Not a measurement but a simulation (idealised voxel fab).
The name of this process module is voxel fin reveal.
cross-section cut | 210 nm wide | cells 5 nm
Each cross-section below is a grid of square cells, stated as bands in top-down order, with one or more rows of cells making up each band.
What a band's entry tells you: where the top is and where the bottom is, as heights in nm, and after that what lies inside, material by material from left to right, each with its width in nm. Empty space is written as the word "air", and a single material marked with the word "throughout" occupies the band from edge to edge.
Beneath 0, the wafer as received is one material, and that level is where height counting begins. The lowest band goes on downward without a bottom; it is written like "top 0, no bottom".
Quick explanation for "30 to 40": the width changes in equal steps down the rows of cells, from the first number in the band's top row to the second number in its bottom row.
Any step labelled "remained the same" changed none of the cells in the cross-section.
"Voids, fully enclosed" contains a list of empty spaces, each no smaller than 8 cells and without an open way to the top, written in the form width x height at distance with the distance from the left edge and all three in nm.
What comes after the settings on a step's line is commentary from the simulator itself on that step.
Steps that use a mask can have "overlay nm" on their line. It says how far the mask sat to the right of where it was meant to be. Negative means to the left.
Listed below are the process steps as planned:
step 1: RECEIVE | material Si
step 2: CONFORMAL_DEP | material SiN | thk nm 10
step 3: PATTERN | tone cover | mask id FINS | material resist | width nm 15 | pitch nm 40 | thk nm 20 | overlay nm 0
step 4: DIRECTIONAL_ETCH | etch materials SiN | depth nm 10
step 5: DIRECTIONAL_ETCH | etch materials Si | depth nm 40
step 6: STRIP | etch materials resist
step 7: OXIDIZE | depth nm 5
step 8: FILL_DEP | material SiO2 | thk nm 5
step 9: CMP | height nm 10
step 10: SELECTIVE_ETCH | etch materials SiO2 | depth nm 20
step 11: STRIP | etch materials SiN
step 12: CONFORMAL_DEP | material HfO2 | thk nm 5
As-received state of the wafer in cross-section, equivalent to post-step 1:
	top 0, no bottom: Si throughout
	Voids, fully enclosed: none
Cross-section at module end, one run error; start and plan unchanged from above:
	top 5, bottom 0: HfO2 throughout
	top 0, bottom -45: SiO2=60, then Si=5, then SiO2=35, then Si=5, then SiO2=35, then Si=5, then SiO2=65
	top -45, no bottom: Si throughout
	Voids, fully enclosed: none
what went wrong: step 10 ran as: SELECTIVE_ETCH | etch materials SiO2 | depth nm 10
